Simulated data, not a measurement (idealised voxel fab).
The process module that follows is named voxel wiring stack.
Square cell edge 5 nm, section width 235 nm, ID cut.
A cross-section is a grid of square cells, given in bands from the top down. A band is one or more rows of cells.
Look at the band entry: it leads with the top's height and the bottom's height in nm. Then it lists the materials left to right, with a width in nm for each. The word "edge to edge" on a single material says that material fills the band edge to edge. The word "empty" is empty space.
Zero point of the height axis is 0; under it, received wafer = one material. Lowest band: continues down indefinitely, "z 0 and below".
So if you see something like "30 to 40" for the width, read it as the top row of the band sitting at the first number and the bottom row at the second, with every row in between moving by the same amount as the last.
What does "no change occurred" mean for a step? It means no cell of the cross-section changed in that step.
Voids, enclosed: empty space of 8 cells or more with no open way to the top, each as width x height at its distance from the left edge, in nm
Read whatever lies past the settings on a step's line as the simulator's own remark about the step.
If you see "overlay nm" on a step's line and that step has a mask, it's telling you how far right of where it was planned the mask ended up; a negative number means it went left instead.

**The following list gives the planned process steps**
| 1 | RECEIVE with material Si |
| 2 | CONFORMAL_DEP with material SiO2, thk nm 10 |
| 3 | DIRECTIONAL_DEP with material TiN, thk nm 5 |
| 4 | DIRECTIONAL_DEP with material Ru, thk nm 15 |
| 5 | DIRECTIONAL_DEP with material aC, thk nm 15 |
| 6 | PATTERN with tone cover, mask id METAL_1, material resist, width nm 20, pitch nm 50, thk nm 30, overlay nm 0 |
| 7 | DIRECTIONAL_ETCH with etch materials aC, depth nm 15 |
| 8 | STRIP with etch materials resist |
| 9 | DIRECTIONAL_ETCH with etch materials Ru, depth nm 15 |
| 10 | DIRECTIONAL_ETCH with etch materials TiN, depth nm 5 |
| 11 | STRIP with etch materials aC |
| 12 | CONFORMAL_DEP with material SiCN, thk nm 5 |
| 13 | FILL_DEP with material SiO2, thk nm 5 |
| 14 | CMP with height nm 30 |
| 15 | CONFORMAL_DEP with material SiCN, thk nm 5 |
| 16 | DIRECTIONAL_DEP with material SiO2, thk nm 15 |
| 17 | DIRECTIONAL_DEP with material aC, thk nm 10 |
| 18 | PATTERN with tone open, mask id PLUG_1, material resist, width nm 15, pitch nm 50, thk nm 25, overlay nm 0 |
| 19 | DIRECTIONAL_ETCH with etch materials aC, depth nm 10 |
| 20 | STRIP with etch materials resist |
| 21 | DIRECTIONAL_ETCH with etch materials SiO2, depth nm 15 |
| 22 | DIRECTIONAL_ETCH with etch materials SiCN, depth nm 5 |
| 23 | STRIP with etch materials aC |
| 24 | CONFORMAL_DEP with material TiN, thk nm 5 |
| 25 | FILL_DEP with material Ru, thk nm 5 |
| 26 | CMP with height nm 50 |
| 27 | CONFORMAL_DEP with material SiN, thk nm 5 |
| 28 | DIRECTIONAL_DEP with material lowk, thk nm 25 |
| 29 | MASKED_ETCH with tone open, mask id METAL_2, width nm 20, pitch nm 50, etch materials lowk, depth nm 25, overlay nm 0 |
| 30 | MASKED_ETCH with tone open, mask id METAL_2, width nm 20, pitch nm 50, etch materials SiN, depth nm 5, overlay nm 0 |
| 31 | CONFORMAL_DEP with material TiN, thk nm 5 |
| 32 | FILL_DEP with material W, thk nm 5 |
| 33 | CMP with height nm 80 |
| 34 | CONFORMAL_DEP with material SiCN, thk nm 5 |
| 35 | DIRECTIONAL_DEP with material SiO2, thk nm 30 |
| 36 | DIRECTIONAL_DEP with material aC, thk nm 10 |
| 37 | PATTERN with tone open, mask id METAL_3_HOLES, material resist, width nm 15, thk nm 30, overlay nm 0 |
| 38 | DIRECTIONAL_ETCH with etch materials aC, depth nm 10 |
| 39 | STRIP with etch materials resist |
| 40 | DIRECTIONAL_ETCH with etch materials SiO2, depth nm 30 |
| 41 | STRIP with etch materials aC |
| 42 | MASKED_ETCH with tone open, mask id METAL_3, width nm 20, pitch nm 50, etch materials SiO2, depth nm 15, overlay nm 0 |
| 43 | MASKED_ETCH with tone open, mask id METAL_3, width nm 20, pitch nm 50, etch materials SiCN, depth nm 5, overlay nm 0 |
| 44 | CONFORMAL_DEP with material TiN, thk nm 5 |
| 45 | FILL_DEP with material Ru, thk nm 5 |
| 46 | CMP with height nm 115 |
| 47 | CONFORMAL_DEP with material SiN, thk nm 5 |

**The following pertains to the first of two wafers, which was processed as planned**

**As received (post step 1): cross-section**
- z 0 and below: Si edge to edge
- Voids, enclosed: none

**State of the wafer after step 2, shown in cross-section**
- z 10 to 0: SiO2 edge to edge
- Under the height 0 nothing was changed.

**State of the wafer after step 3, shown in cross-section**
- z 15 to 10: TiN edge to edge
- Under the height 10 nothing was changed.

**State of the wafer after step 4, shown in cross-section**
- z 30 to 15: Ru edge to edge
- Under the height 15 nothing was changed.

**State of the wafer after step 5, shown in cross-section**
- z 45 to 30: aC edge to edge
- Under the height 30 nothing was changed.

**State of the wafer after step 6, shown in cross-section**
- z 75 to 45: empty 80 nm; resist 20 nm; empty 30 nm; resist 20 nm; empty 85 nm
- Under the height 45 nothing was changed.

**State of the wafer after step 7, shown in cross-section**
- z 60 to 45: empty 80 nm; resist 20 nm; empty 30 nm; resist 20 nm; empty 85 nm
- z 45 to 30: empty 80 nm; aC 20 nm; empty 30 nm; aC 20 nm; empty 85 nm
- Under the height 30 nothing was changed.

**State of the wafer after step 8, shown in cross-section**
- z 45 to 30: empty 80 nm; aC 20 nm; empty 30 nm; aC 20 nm; empty 85 nm
- Under the height 30 nothing was changed.

**State of the wafer after step 9, shown in cross-section**
- z 45 to 30: empty 80 nm; aC 20 nm; empty 30 nm; aC 20 nm; empty 85 nm
- z 30 to 15: empty 80 nm; Ru 20 nm; empty 30 nm; Ru 20 nm; empty 85 nm
- Under the height 15 nothing was changed.

**State of the wafer after step 10, shown in cross-section**
- z 45 to 30: empty 80 nm; aC 20 nm; empty 30 nm; aC 20 nm; empty 85 nm
- z 30 to 15: empty 80 nm; Ru 20 nm; empty 30 nm; Ru 20 nm; empty 85 nm
- z 15 to 10: empty 80 nm; TiN 20 nm; empty 30 nm; TiN 20 nm; empty 85 nm
- Under the height 10 nothing was changed.

**State of the wafer after step 11, shown in cross-section**
- z 30 to 15: empty 80 nm; Ru 20 nm; empty 30 nm; Ru 20 nm; empty 85 nm
- Under the height 15 nothing was changed.

**State of the wafer after step 12, shown in cross-section**
- z 35 to 30: empty 75 nm; SiCN 30 nm; empty 20 nm; SiCN 30 nm; empty 80 nm
- z 30 to 15: empty 75 nm; SiCN 5 nm; Ru 20 nm; SiCN 5 nm; empty 20 nm; SiCN 5 nm; Ru 20 nm; SiCN 5 nm; empty 80 nm
- z 15 to 10: SiCN 80 nm; TiN 20 nm; SiCN 30 nm; TiN 20 nm; SiCN 85 nm
- Under the height 10 nothing was changed.

**State of the wafer after step 13, shown in cross-section**
- z 40 to 35: SiO2 edge to edge
- z 35 to 30: SiO2 75 nm; SiCN 30 nm; SiO2 20 nm; SiCN 30 nm; SiO2 80 nm
- z 30 to 15: SiO2 75 nm; SiCN 5 nm; Ru 20 nm; SiCN 5 nm; SiO2 20 nm; SiCN 5 nm; Ru 20 nm; SiCN 5 nm; SiO2 80 nm
- Under the height 15 nothing was changed.

**State of the wafer after step 14, shown in cross-section**
- z 30 to 15: SiO2 75 nm; SiCN 5 nm; Ru 20 nm; SiCN 5 nm; SiO2 20 nm; SiCN 5 nm; Ru 20 nm; SiCN 5 nm; SiO2 80 nm
- Under the height 15 nothing was changed.

**State of the wafer after step 15, shown in cross-section**
- z 35 to 30: SiCN edge to edge
- Under the height 30 nothing was changed.

**State of the wafer after step 16, shown in cross-section**
- z 50 to 35: SiO2 edge to edge
- Under the height 35 nothing was changed.

**State of the wafer after step 17, shown in cross-section**
- z 60 to 50: aC edge to edge
- Under the height 50 nothing was changed.

**State of the wafer after step 18, shown in cross-section**
- z 85 to 60: resist 80 nm; empty 15 nm; resist 35 nm; empty 15 nm; resist 90 nm
- Under the height 60 nothing was changed.

**State of the wafer after step 19, shown in cross-section**
- z 75 to 60: resist 80 nm; empty 15 nm; resist 35 nm; empty 15 nm; resist 90 nm
- z 60 to 50: aC 80 nm; empty 15 nm; aC 35 nm; empty 15 nm; aC 90 nm
- Under the height 50 nothing was changed.

**State of the wafer after step 20, shown in cross-section**
- z 60 to 50: aC 80 nm; empty 15 nm; aC 35 nm; empty 15 nm; aC 90 nm
- Under the height 50 nothing was changed.

**State of the wafer after step 21, shown in cross-section**
- z 60 to 50: aC 80 nm; empty 15 nm; aC 35 nm; empty 15 nm; aC 90 nm
- z 50 to 35: SiO2 80 nm; empty 15 nm; SiO2 35 nm; empty 15 nm; SiO2 90 nm
- Under the height 35 nothing was changed.

**State of the wafer after step 22, shown in cross-section**
- z 60 to 50: aC 80 nm; empty 15 nm; aC 35 nm; empty 15 nm; aC 90 nm
- z 50 to 35: SiO2 80 nm; empty 15 nm; SiO2 35 nm; empty 15 nm; SiO2 90 nm
- z 35 to 30: SiCN 80 nm; empty 15 nm; SiCN 35 nm; empty 15 nm; SiCN 90 nm
- Under the height 30 nothing was changed.

**State of the wafer after step 23, shown in cross-section**
- z 50 to 35: SiO2 80 nm; empty 15 nm; SiO2 35 nm; empty 15 nm; SiO2 90 nm
- Under the height 35 nothing was changed.

**State of the wafer after step 24, shown in cross-section**
- z 55 to 50: TiN 85 nm; empty 5 nm; TiN 45 nm; empty 5 nm; TiN 95 nm
- z 50 to 35: SiO2 80 nm; TiN 5 nm; empty 5 nm; TiN 5 nm; SiO2 35 nm; TiN 5 nm; empty 5 nm; TiN 5 nm; SiO2 90 nm
- z 35 to 30: SiCN 80 nm; TiN 15 nm; SiCN 35 nm; TiN 15 nm; SiCN 90 nm
- Under the height 30 nothing was changed.

**State of the wafer after step 25, shown in cross-section**
- z 60 to 55: Ru edge to edge
- z 55 to 50: TiN 85 nm; Ru 5 nm; TiN 45 nm; Ru 5 nm; TiN 95 nm
- z 50 to 35: SiO2 80 nm; TiN 5 nm; Ru 5 nm; TiN 5 nm; SiO2 35 nm; TiN 5 nm; Ru 5 nm; TiN 5 nm; SiO2 90 nm
- Under the height 35 nothing was changed.

**State of the wafer after step 26, shown in cross-section**
- z 50 to 35: SiO2 80 nm; TiN 5 nm; Ru 5 nm; TiN 5 nm; SiO2 35 nm; TiN 5 nm; Ru 5 nm; TiN 5 nm; SiO2 90 nm
- Under the height 35 nothing was changed.

**State of the wafer after step 27, shown in cross-section**
- z 55 to 50: SiN edge to edge
- Under the height 50 nothing was changed.

**State of the wafer after step 28, shown in cross-section**
- z 80 to 55: lowk edge to edge
- Under the height 55 nothing was changed.

**State of the wafer after step 29, shown in cross-section**
- z 80 to 55: lowk 80 nm; empty 20 nm; lowk 30 nm; empty 20 nm; lowk 85 nm
- Under the height 55 nothing was changed.

**State of the wafer after step 30, shown in cross-section**
- z 80 to 55: lowk 80 nm; empty 20 nm; lowk 30 nm; empty 20 nm; lowk 85 nm
- z 55 to 50: SiN 80 nm; empty 20 nm; SiN 30 nm; empty 20 nm; SiN 85 nm
- Under the height 50 nothing was changed.

**State of the wafer after step 31, shown in cross-section**
- z 85 to 80: TiN 85 nm; empty 10 nm; TiN 40 nm; empty 10 nm; TiN 90 nm
- z 80 to 55: lowk 80 nm; TiN 5 nm; empty 10 nm; TiN 5 nm; lowk 30 nm; TiN 5 nm; empty 10 nm; TiN 5 nm; lowk 85 nm
- z 55 to 50: SiN 80 nm; TiN 20 nm; SiN 30 nm; TiN 20 nm; SiN 85 nm
- Under the height 50 nothing was changed.

**State of the wafer after step 32, shown in cross-section**
- z 90 to 85: W edge to edge
- z 85 to 80: TiN 85 nm; W 10 nm; TiN 40 nm; W 10 nm; TiN 90 nm
- z 80 to 55: lowk 80 nm; TiN 5 nm; W 10 nm; TiN 5 nm; lowk 30 nm; TiN 5 nm; W 10 nm; TiN 5 nm; lowk 85 nm
- Under the height 55 nothing was changed.

**State of the wafer after step 33, shown in cross-section**
- z 80 to 55: lowk 80 nm; TiN 5 nm; W 10 nm; TiN 5 nm; lowk 30 nm; TiN 5 nm; W 10 nm; TiN 5 nm; lowk 85 nm
- Under the height 55 nothing was changed.

**State of the wafer after step 34, shown in cross-section**
- z 85 to 80: SiCN edge to edge
- Under the height 80 nothing was changed.

**State of the wafer after step 35, shown in cross-section**
- z 115 to 85: SiO2 edge to edge
- Under the height 85 nothing was changed.

**State of the wafer after step 36, shown in cross-section**
- z 125 to 115: aC edge to edge
- Under the height 115 nothing was changed.

**State of the wafer after step 37, shown in cross-section**
- z 155 to 125: resist 80 nm; empty 15 nm; resist 140 nm
- Under the height 125 nothing was changed.

**State of the wafer after step 38, shown in cross-section**
- z 145 to 125: resist 80 nm; empty 15 nm; resist 140 nm
- z 125 to 115: aC 80 nm; empty 15 nm; aC 140 nm
- Under the height 115 nothing was changed.

**State of the wafer after step 39, shown in cross-section**
- z 125 to 115: aC 80 nm; empty 15 nm; aC 140 nm
- Under the height 115 nothing was changed.

**State of the wafer after step 40, shown in cross-section**
- z 125 to 115: aC 80 nm; empty 15 nm; aC 140 nm
- z 115 to 85: SiO2 80 nm; empty 15 nm; SiO2 140 nm
- Under the height 85 nothing was changed.

**State of the wafer after step 41, shown in cross-section**
- z 115 to 85: SiO2 80 nm; empty 15 nm; SiO2 140 nm
- Under the height 85 nothing was changed.

**State of the wafer after step 42, shown in cross-section**
- z 115 to 100: SiO2 80 nm; empty 20 nm; SiO2 30 nm; empty 20 nm; SiO2 85 nm
- Under the height 100 nothing was changed.

**State of the wafer after step 43, shown in cross-section**
- z 115 to 100: SiO2 80 nm; empty 20 nm; SiO2 30 nm; empty 20 nm; SiO2 85 nm
- z 100 to 85: SiO2 80 nm; empty 15 nm; SiO2 140 nm
- z 85 to 80: SiCN 80 nm; empty 15 nm; SiCN 140 nm
- Under the height 80 nothing was changed.

**State of the wafer after step 44, shown in cross-section**
- z 120 to 115: TiN 85 nm; empty 10 nm; TiN 40 nm; empty 10 nm; TiN 90 nm
- z 115 to 105: SiO2 80 nm; TiN 5 nm; empty 10 nm; TiN 5 nm; SiO2 30 nm; TiN 5 nm; empty 10 nm; TiN 5 nm; SiO2 85 nm
- z 105 to 100: SiO2 80 nm; TiN 5 nm; empty 5 nm; TiN 10 nm; SiO2 30 nm; TiN 20 nm; SiO2 85 nm
- z 100 to 85: SiO2 80 nm; TiN 5 nm; empty 5 nm; TiN 5 nm; SiO2 140 nm
- z 85 to 80: SiCN 80 nm; TiN 15 nm; SiCN 140 nm
- Under the height 80 nothing was changed.

**State of the wafer after step 45, shown in cross-section**
- z 125 to 120: Ru edge to edge
- z 120 to 115: TiN 85 nm; Ru 10 nm; TiN 40 nm; Ru 10 nm; TiN 90 nm
- z 115 to 105: SiO2 80 nm; TiN 5 nm; Ru 10 nm; TiN 5 nm; SiO2 30 nm; TiN 5 nm; Ru 10 nm; TiN 5 nm; SiO2 85 nm
- z 105 to 100: SiO2 80 nm; TiN 5 nm; Ru 5 nm; TiN 10 nm; SiO2 30 nm; TiN 20 nm; SiO2 85 nm
- z 100 to 85: SiO2 80 nm; TiN 5 nm; Ru 5 nm; TiN 5 nm; SiO2 140 nm
- Under the height 85 nothing was changed.

**State of the wafer after step 46, shown in cross-section**
- z 115 to 105: SiO2 80 nm; TiN 5 nm; Ru 10 nm; TiN 5 nm; SiO2 30 nm; TiN 5 nm; Ru 10 nm; TiN 5 nm; SiO2 85 nm
- Under the height 105 nothing was changed.

**State of the wafer after step 47, shown in cross-section**
- z 120 to 115: SiN edge to edge
- Under the height 115 nothing was changed.

**Second wafer: same start and same plan as the first, one execution error; identical to the first through step 2**

Second wafer profile in section, at the moment step 3 of the plan was meant to be complete: no change occurred

**Second wafer profile in section, at the moment step 4 of the plan was meant to be complete**
- z 25 to 10: Ru edge to edge
- Under the height 10 nothing was changed.

**Second wafer profile in section, at the moment step 5 of the plan was meant to be complete**
- z 40 to 25: aC edge to edge
- Under the height 25 nothing was changed.

**Second wafer profile in section, at the moment step 6 of the plan was meant to be complete**
- z 70 to 40: empty 80 nm; resist 20 nm; empty 30 nm; resist 20 nm; empty 85 nm
- Under the height 40 nothing was changed.

**Second wafer profile in section, at the moment step 7 of the plan was meant to be complete**
- z 55 to 40: empty 80 nm; resist 20 nm; empty 30 nm; resist 20 nm; empty 85 nm
- z 40 to 25: empty 80 nm; aC 20 nm; empty 30 nm; aC 20 nm; empty 85 nm
- Under the height 25 nothing was changed.

**Second wafer profile in section, at the moment step 8 of the plan was meant to be complete**
- z 40 to 25: empty 80 nm; aC 20 nm; empty 30 nm; aC 20 nm; empty 85 nm
- Under the height 25 nothing was changed.

**Second wafer profile in section, at the moment step 9 of the plan was meant to be complete**
- z 40 to 25: empty 80 nm; aC 20 nm; empty 30 nm; aC 20 nm; empty 85 nm
- z 25 to 10: empty 80 nm; Ru 20 nm; empty 30 nm; Ru 20 nm; empty 85 nm
- Under the height 10 nothing was changed.

Second wafer profile in section, at the moment step 10 of the plan was meant to be complete: no change occurred

**Second wafer profile in section, at the moment step 11 of the plan was meant to be complete**
- z 25 to 10: empty 80 nm; Ru 20 nm; empty 30 nm; Ru 20 nm; empty 85 nm
- Under the height 10 nothing was changed.

**Second wafer profile in section, at the moment step 12 of the plan was meant to be complete**
- z 30 to 25: empty 75 nm; SiCN 30 nm; empty 20 nm; SiCN 30 nm; empty 80 nm
- z 25 to 15: empty 75 nm; SiCN 5 nm; Ru 20 nm; SiCN 5 nm; empty 20 nm; SiCN 5 nm; Ru 20 nm; SiCN 5 nm; empty 80 nm
- z 15 to 10: SiCN 80 nm; Ru 20 nm; SiCN 30 nm; Ru 20 nm; SiCN 85 nm
- Under the height 10 nothing was changed.

**Second wafer profile in section, at the moment step 13 of the plan was meant to be complete**
- z 35 to 30: SiO2 edge to edge
- z 30 to 25: SiO2 75 nm; SiCN 30 nm; SiO2 20 nm; SiCN 30 nm; SiO2 80 nm
- z 25 to 15: SiO2 75 nm; SiCN 5 nm; Ru 20 nm; SiCN 5 nm; SiO2 20 nm; SiCN 5 nm; Ru 20 nm; SiCN 5 nm; SiO2 80 nm
- Under the height 15 nothing was changed.

**Second wafer profile in section, at the moment step 14 of the plan was meant to be complete**
- z 30 to 25: SiO2 75 nm; SiCN 30 nm; SiO2 20 nm; SiCN 30 nm; SiO2 80 nm
- Under the height 25 nothing was changed.

**Second wafer profile in section, at the moment step 15 of the plan was meant to be complete**
- z 35 to 30: SiCN edge to edge
- Under the height 30 nothing was changed.

**Second wafer profile in section, at the moment step 16 of the plan was meant to be complete**
- z 50 to 35: SiO2 edge to edge
- Under the height 35 nothing was changed.

**Second wafer profile in section, at the moment step 17 of the plan was meant to be complete**
- z 60 to 50: aC edge to edge
- Under the height 50 nothing was changed.

**Second wafer profile in section, at the moment step 18 of the plan was meant to be complete**
- z 85 to 60: resist 80 nm; empty 15 nm; resist 35 nm; empty 15 nm; resist 90 nm
- Under the height 60 nothing was changed.

**Second wafer profile in section, at the moment step 19 of the plan was meant to be complete**
- z 75 to 60: resist 80 nm; empty 15 nm; resist 35 nm; empty 15 nm; resist 90 nm
- z 60 to 50: aC 80 nm; empty 15 nm; aC 35 nm; empty 15 nm; aC 90 nm
- Under the height 50 nothing was changed.

**Second wafer profile in section, at the moment step 20 of the plan was meant to be complete**
- z 60 to 50: aC 80 nm; empty 15 nm; aC 35 nm; empty 15 nm; aC 90 nm
- Under the height 50 nothing was changed.

**Second wafer profile in section, at the moment step 21 of the plan was meant to be complete**
- z 60 to 50: aC 80 nm; empty 15 nm; aC 35 nm; empty 15 nm; aC 90 nm
- z 50 to 35: SiO2 80 nm; empty 15 nm; SiO2 35 nm; empty 15 nm; SiO2 90 nm
- Under the height 35 nothing was changed.

**Second wafer profile in section, at the moment step 22 of the plan was meant to be complete**
- z 60 to 50: aC 80 nm; empty 15 nm; aC 35 nm; empty 15 nm; aC 90 nm
- z 50 to 35: SiO2 80 nm; empty 15 nm; SiO2 35 nm; empty 15 nm; SiO2 90 nm
- z 35 to 30: SiCN 80 nm; empty 15 nm; SiCN 35 nm; empty 15 nm; SiCN 90 nm
- Under the height 30 nothing was changed.

**Second wafer profile in section, at the moment step 23 of the plan was meant to be complete**
- z 50 to 35: SiO2 80 nm; empty 15 nm; SiO2 35 nm; empty 15 nm; SiO2 90 nm
- Under the height 35 nothing was changed.

**Second wafer profile in section, at the moment step 24 of the plan was meant to be complete**
- z 55 to 50: TiN 85 nm; empty 5 nm; TiN 45 nm; empty 5 nm; TiN 95 nm
- z 50 to 35: SiO2 80 nm; TiN 5 nm; empty 5 nm; TiN 5 nm; SiO2 35 nm; TiN 5 nm; empty 5 nm; TiN 5 nm; SiO2 90 nm
- z 35 to 30: SiCN 80 nm; TiN 15 nm; SiCN 35 nm; TiN 15 nm; SiCN 90 nm
- Under the height 30 nothing was changed.

**Second wafer profile in section, at the moment step 25 of the plan was meant to be complete**
- z 60 to 55: Ru edge to edge
- z 55 to 50: TiN 85 nm; Ru 5 nm; TiN 45 nm; Ru 5 nm; TiN 95 nm
- z 50 to 35: SiO2 80 nm; TiN 5 nm; Ru 5 nm; TiN 5 nm; SiO2 35 nm; TiN 5 nm; Ru 5 nm; TiN 5 nm; SiO2 90 nm
- Under the height 35 nothing was changed.

**Second wafer profile in section, at the moment step 26 of the plan was meant to be complete**
- z 50 to 35: SiO2 80 nm; TiN 5 nm; Ru 5 nm; TiN 5 nm; SiO2 35 nm; TiN 5 nm; Ru 5 nm; TiN 5 nm; SiO2 90 nm
- Under the height 35 nothing was changed.

**Second wafer profile in section, at the moment step 27 of the plan was meant to be complete**
- z 55 to 50: SiN edge to edge
- Under the height 50 nothing was changed.

**Second wafer profile in section, at the moment step 28 of the plan was meant to be complete**
- z 80 to 55: lowk edge to edge
- Under the height 55 nothing was changed.

**Second wafer profile in section, at the moment step 29 of the plan was meant to be complete**
- z 80 to 55: lowk 80 nm; empty 20 nm; lowk 30 nm; empty 20 nm; lowk 85 nm
- Under the height 55 nothing was changed.

**Second wafer profile in section, at the moment step 30 of the plan was meant to be complete**
- z 80 to 55: lowk 80 nm; empty 20 nm; lowk 30 nm; empty 20 nm; lowk 85 nm
- z 55 to 50: SiN 80 nm; empty 20 nm; SiN 30 nm; empty 20 nm; SiN 85 nm
- Under the height 50 nothing was changed.

**Second wafer profile in section, at the moment step 31 of the plan was meant to be complete**
- z 85 to 80: TiN 85 nm; empty 10 nm; TiN 40 nm; empty 10 nm; TiN 90 nm
- z 80 to 55: lowk 80 nm; TiN 5 nm; empty 10 nm; TiN 5 nm; lowk 30 nm; TiN 5 nm; empty 10 nm; TiN 5 nm; lowk 85 nm
- z 55 to 50: SiN 80 nm; TiN 20 nm; SiN 30 nm; TiN 20 nm; SiN 85 nm
- Under the height 50 nothing was changed.

**Second wafer profile in section, at the moment step 32 of the plan was meant to be complete**
- z 90 to 85: W edge to edge
- z 85 to 80: TiN 85 nm; W 10 nm; TiN 40 nm; W 10 nm; TiN 90 nm
- z 80 to 55: lowk 80 nm; TiN 5 nm; W 10 nm; TiN 5 nm; lowk 30 nm; TiN 5 nm; W 10 nm; TiN 5 nm; lowk 85 nm
- Under the height 55 nothing was changed.

**Second wafer profile in section, at the moment step 33 of the plan was meant to be complete**
- z 80 to 55: lowk 80 nm; TiN 5 nm; W 10 nm; TiN 5 nm; lowk 30 nm; TiN 5 nm; W 10 nm; TiN 5 nm; lowk 85 nm
- Under the height 55 nothing was changed.

**Second wafer profile in section, at the moment step 34 of the plan was meant to be complete**
- z 85 to 80: SiCN edge to edge
- Under the height 80 nothing was changed.

**Second wafer profile in section, at the moment step 35 of the plan was meant to be complete**
- z 115 to 85: SiO2 edge to edge
- Under the height 85 nothing was changed.

**Second wafer profile in section, at the moment step 36 of the plan was meant to be complete**
- z 125 to 115: aC edge to edge
- Under the height 115 nothing was changed.

**Second wafer profile in section, at the moment step 37 of the plan was meant to be complete**
- z 155 to 125: resist 80 nm; empty 15 nm; resist 140 nm
- Under the height 125 nothing was changed.

**Second wafer profile in section, at the moment step 38 of the plan was meant to be complete**
- z 145 to 125: resist 80 nm; empty 15 nm; resist 140 nm
- z 125 to 115: aC 80 nm; empty 15 nm; aC 140 nm
- Under the height 115 nothing was changed.

**Second wafer profile in section, at the moment step 39 of the plan was meant to be complete**
- z 125 to 115: aC 80 nm; empty 15 nm; aC 140 nm
- Under the height 115 nothing was changed.

**Second wafer profile in section, at the moment step 40 of the plan was meant to be complete**
- z 125 to 115: aC 80 nm; empty 15 nm; aC 140 nm
- z 115 to 85: SiO2 80 nm; empty 15 nm; SiO2 140 nm
- Under the height 85 nothing was changed.

**Second wafer profile in section, at the moment step 41 of the plan was meant to be complete**
- z 115 to 85: SiO2 80 nm; empty 15 nm; SiO2 140 nm
- Under the height 85 nothing was changed.

**Second wafer profile in section, at the moment step 42 of the plan was meant to be complete**
- z 115 to 100: SiO2 80 nm; empty 20 nm; SiO2 30 nm; empty 20 nm; SiO2 85 nm
- Under the height 100 nothing was changed.

**Second wafer profile in section, at the moment step 43 of the plan was meant to be complete**
- z 115 to 100: SiO2 80 nm; empty 20 nm; SiO2 30 nm; empty 20 nm; SiO2 85 nm
- z 100 to 85: SiO2 80 nm; empty 15 nm; SiO2 140 nm
- z 85 to 80: SiCN 80 nm; empty 15 nm; SiCN 140 nm
- Under the height 80 nothing was changed.

**Second wafer profile in section, at the moment step 44 of the plan was meant to be complete**
- z 120 to 115: TiN 85 nm; empty 10 nm; TiN 40 nm; empty 10 nm; TiN 90 nm
- z 115 to 105: SiO2 80 nm; TiN 5 nm; empty 10 nm; TiN 5 nm; SiO2 30 nm; TiN 5 nm; empty 10 nm; TiN 5 nm; SiO2 85 nm
- z 105 to 100: SiO2 80 nm; TiN 5 nm; empty 5 nm; TiN 10 nm; SiO2 30 nm; TiN 20 nm; SiO2 85 nm
- z 100 to 85: SiO2 80 nm; TiN 5 nm; empty 5 nm; TiN 5 nm; SiO2 140 nm
- z 85 to 80: SiCN 80 nm; TiN 15 nm; SiCN 140 nm
- Under the height 80 nothing was changed.

**Second wafer profile in section, at the moment step 45 of the plan was meant to be complete**
- z 125 to 120: Ru edge to edge
- z 120 to 115: TiN 85 nm; Ru 10 nm; TiN 40 nm; Ru 10 nm; TiN 90 nm
- z 115 to 105: SiO2 80 nm; TiN 5 nm; Ru 10 nm; TiN 5 nm; SiO2 30 nm; TiN 5 nm; Ru 10 nm; TiN 5 nm; SiO2 85 nm
- z 105 to 100: SiO2 80 nm; TiN 5 nm; Ru 5 nm; TiN 10 nm; SiO2 30 nm; TiN 20 nm; SiO2 85 nm
- z 100 to 85: SiO2 80 nm; TiN 5 nm; Ru 5 nm; TiN 5 nm; SiO2 140 nm
- Under the height 85 nothing was changed.

**Second wafer profile in section, at the moment step 46 of the plan was meant to be complete**
- z 115 to 105: SiO2 80 nm; TiN 5 nm; Ru 10 nm; TiN 5 nm; SiO2 30 nm; TiN 5 nm; Ru 10 nm; TiN 5 nm; SiO2 85 nm
- Under the height 105 nothing was changed.

**Second wafer profile in section, at the moment step 47 of the plan was meant to be complete**
- z 120 to 115: SiN edge to edge
- Under the height 115 nothing was changed.
What broke from the plan during processing? plan step 3 was not performed, having been skipped
Wafer comparison, final, in cells, second relative to first, materials more or fewer: SiCN +8, TiN -8
